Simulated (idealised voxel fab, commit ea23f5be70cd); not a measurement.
process module | voxel lift off
cross-section cut | 155 nm wide | cells 5 nm
A cross-section is a grid of square cells, given in bands from the top down. A band is one or more rows of cells.
Each band's line starts with the height of the band's top and of its bottom, in nm. Then come its materials from left to right, each with its width in nm. One material with "throughout" fills the band from edge to edge. "air" is empty space.
Height 0 is the level under which the wafer as received is all one material. The lowest band goes on downwards, as in "0 down".
A width such as "30 to 40" changes by the same amount from each row of cells to the next, from the band's top row to its bottom row.
"no change" after a step means that no cell of the cross-section changed.
closed voids: empty space of 8 cells or more with no open way to the top, each as width x height at its distance from the left edge, in nm
after a step's settings: what the simulator itself notes on the step
overlay nm, on a step with a mask: how far to the right of its planned place the mask lay; to the left if negative
plan
1 op RECEIVE | material Si
2 op CONFORMAL_DEP | material Al2O3 | thk nm 15
3 op PATTERN | tone open | mask id LINES | material resist | width nm 15 | pitch nm 40 | thk nm 25 | overlay nm 0
4 op DIRECTIONAL_DEP | material Ru | thk nm 15
5 op STRIP | etch materials resist
6 op CONFORMAL_DEP | material SiO2 | thk nm 5
as received, after step 1
  0 down: Si throughout
  closed voids: none
first wafer at the end, as planned
  35 to 30: air 25 | SiO2 25 | air 15 | SiO2 25 | air 15 | SiO2 25 | air 25
  30 to 20: air 25 | SiO2 5 | Ru 15 | SiO2 5 | air 15 | SiO2 5 | Ru 15 | SiO2 5 | air 15 | SiO2 5 | Ru 15 | SiO2 5 | air 25
  20 to 15: SiO2 30 | Ru 15 | SiO2 25 | Ru 15 | SiO2 25 | Ru 15 | SiO2 30
  15 to 0: Al2O3 throughout
  0 down: Si throughout
  closed voids: none
second wafer at the end: like start, like plan, one mistake
  35 to 30: air 35 | SiO2 25 | air 15 | SiO2 25 | air 15 | SiO2 25 | air 15
  30 to 20: air 35 | SiO2 5 | Ru 15 | SiO2 5 | air 15 | SiO2 5 | Ru 15 | SiO2 5 | air 15 | SiO2 5 | Ru 15 | SiO2 5 | air 15
  20 to 15: SiO2 40 | Ru 15 | SiO2 25 | Ru 15 | SiO2 25 | Ru 15 | SiO2 20
  15 to 0: Al2O3 throughout
  0 down: Si throughout
  closed voids: none
what went wrong: step 3 ran as: op PATTERN | tone open | mask id LINES | material resist | width nm 15 | pitch nm 40 | thk nm 25 | overlay nm 10
at the end the second wafer has, in cells: as many of each material as the first, in other places
